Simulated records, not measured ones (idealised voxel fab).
The process module that follows is named voxel double patterning.
Square cell edge 5 nm, section width 255 nm, ID cut.
Notation: cross-section as square-cell grid; stated in bands, top first, going down; one or more cell rows per band.
Heights first: top, then bottom, in nm. Then materials, left to right, each with a width in nm. "everywhere" on a single material: fills the band edge to edge. "blank": empty space.
Heights are reckoned from 0. Under this level, the received wafer is all of one material. The bottommost band is open-ended downward, for example "0 and below".
Width: "30 to 40" (first number = top row, second number = bottom row, same change from row to row of cells).
It should be understood that the words "no modifications", when stated for a given step, signify that the cross-section underwent no change in any of its cells during that step.
"Voids, fully enclosed": sealed empty spaces, 8 cells or more, no open way to top, listed width x height at distance, with distance from the left edge and width, height and distance in nm.
The remark found on a step's line after its settings is issued by the simulator itself and pertains to that step.
overlay nm: right-of-plan distance of the mask on a masked step; negative values mean left-of-plan.
Steps in the process plan
1: RECEIVE with material Si
2: CONFORMAL_DEP with material SiN, thk nm 10
3: DIRECTIONAL_DEP with material SiO2, thk nm 15
4: DIRECTIONAL_DEP with material SiCN, thk nm 5
5: DIRECTIONAL_DEP with material aC, thk nm 10
6: PATTERN with tone open, mask id FIRST, material resist, width nm 15, pitch nm 50, thk nm 25, overlay nm 0
7: DIRECTIONAL_ETCH with etch materials aC, depth nm 10
8: STRIP with etch materials resist
9: DIRECTIONAL_ETCH with etch materials SiCN, depth nm 5
10: STRIP with etch materials aC
11: MASKED_ETCH with tone open, mask id SECOND, width nm 15, etch materials SiCN, depth nm 5, overlay nm 0
12: DIRECTIONAL_ETCH with etch materials SiO2, depth nm 15
13: STRIP with etch materials SiCN
The first of a set of two wafers, run to plan
Step 1 complete: cross-section of the wafer as received
- 0 and below | Si everywhere
- Voids, fully enclosed: none
After step 2, in cross-section
- 10 down to 0 | SiN everywhere
- Note: structure below 0 unchanged.
After step 3, in cross-section
- 25 down to 10 | SiO2 everywhere
- Note: structure below 10 unchanged.
After step 4, in cross-section
- 30 down to 25 | SiCN everywhere
- Note: structure below 25 unchanged.
After step 5, in cross-section
- 40 down to 30 | aC everywhere
- Note: structure below 30 unchanged.
After step 6, in cross-section
- 65 down to 40 | 95 resist, then 15 blank, then 35 resist, then 15 blank, then 95 resist
- Note: structure below 40 unchanged.
After step 7, in cross-section
- 55 down to 40 | 95 resist, then 15 blank, then 35 resist, then 15 blank, then 95 resist
- 40 down to 30 | 95 aC, then 15 blank, then 35 aC, then 15 blank, then 95 aC
- Note: structure below 30 unchanged.
After step 8, in cross-section
- 40 down to 30 | 95 aC, then 15 blank, then 35 aC, then 15 blank, then 95 aC
- Note: structure below 30 unchanged.
After step 9, in cross-section
- 40 down to 30 | 95 aC, then 15 blank, then 35 aC, then 15 blank, then 95 aC
- 30 down to 25 | 95 SiCN, then 15 blank, then 35 SiCN, then 15 blank, then 95 SiCN
- Note: structure below 25 unchanged.
After step 10, in cross-section
- 30 down to 25 | 95 SiCN, then 15 blank, then 35 SiCN, then 15 blank, then 95 SiCN
- Note: structure below 25 unchanged.
After step 11, in cross-section
- 30 down to 25 | 95 SiCN, then 15 blank, then 10 SiCN, then 15 blank, then 10 SiCN, then 15 blank, then 95 SiCN
- Note: structure below 25 unchanged.
After step 12, in cross-section
- 30 down to 25 | 95 SiCN, then 15 blank, then 10 SiCN, then 15 blank, then 10 SiCN, then 15 blank, then 95 SiCN
- 25 down to 10 | 95 SiO2, then 15 blank, then 10 SiO2, then 15 blank, then 10 SiO2, then 15 blank, then 95 SiO2
- Note: structure below 10 unchanged.
After step 13, in cross-section
- 25 down to 10 | 95 SiO2, then 15 blank, then 10 SiO2, then 15 blank, then 10 SiO2, then 15 blank, then 95 SiO2
- Note: structure below 10 unchanged.
Second wafer: same start and same plan as the first, one execution error; identical to the first through step 2
Here is the second wafer in cross-section at the point where step 3 of the plan should have been done
- 40 down to 10 | SiO2 everywhere
- Note: structure below 10 unchanged.
Here is the second wafer in cross-section at the point where step 4 of the plan should have been done
- 45 down to 40 | SiCN everywhere
- Note: structure below 40 unchanged.
Here is the second wafer in cross-section at the point where step 5 of the plan should have been done
- 55 down to 45 | aC everywhere
- Note: structure below 45 unchanged.
Here is the second wafer in cross-section at the point where step 6 of the plan should have been done
- 80 down to 55 | 95 resist, then 15 blank, then 35 resist, then 15 blank, then 95 resist
- Note: structure below 55 unchanged.
Here is the second wafer in cross-section at the point where step 7 of the plan should have been done
- 70 down to 55 | 95 resist, then 15 blank, then 35 resist, then 15 blank, then 95 resist
- 55 down to 45 | 95 aC, then 15 blank, then 35 aC, then 15 blank, then 95 aC
- Note: structure below 45 unchanged.
Here is the second wafer in cross-section at the point where step 8 of the plan should have been done
- 55 down to 45 | 95 aC, then 15 blank, then 35 aC, then 15 blank, then 95 aC
- Note: structure below 45 unchanged.
Here is the second wafer in cross-section at the point where step 9 of the plan should have been done
- 55 down to 45 | 95 aC, then 15 blank, then 35 aC, then 15 blank, then 95 aC
- 45 down to 40 | 95 SiCN, then 15 blank, then 35 SiCN, then 15 blank, then 95 SiCN
- Note: structure below 40 unchanged.
Here is the second wafer in cross-section at the point where step 10 of the plan should have been done
- 45 down to 40 | 95 SiCN, then 15 blank, then 35 SiCN, then 15 blank, then 95 SiCN
- Note: structure below 40 unchanged.
Here is the second wafer in cross-section at the point where step 11 of the plan should have been done
- 45 down to 40 | 95 SiCN, then 15 blank, then 10 SiCN, then 15 blank, then 10 SiCN, then 15 blank, then 95 SiCN
- Note: structure below 40 unchanged.
Here is the second wafer in cross-section at the point where step 12 of the plan should have been done
- 45 down to 40 | 95 SiCN, then 15 blank, then 10 SiCN, then 15 blank, then 10 SiCN, then 15 blank, then 95 SiCN
- 40 down to 25 | 95 SiO2, then 15 blank, then 10 SiO2, then 15 blank, then 10 SiO2, then 15 blank, then 95 SiO2
- Note: structure below 25 unchanged.
Here is the second wafer in cross-section at the point where step 13 of the plan should have been done
- 40 down to 25 | 95 SiO2, then 15 blank, then 10 SiO2, then 15 blank, then 10 SiO2, then 15 blank, then 95 SiO2
- Note: structure below 25 unchanged.
Short version of what went wrong: regarding the plan, step 3 was run twice
Upon completion, the second wafer contains, in terms of cells, a greater or smaller amount of certain materials than the first wafer: 153 more of SiO2
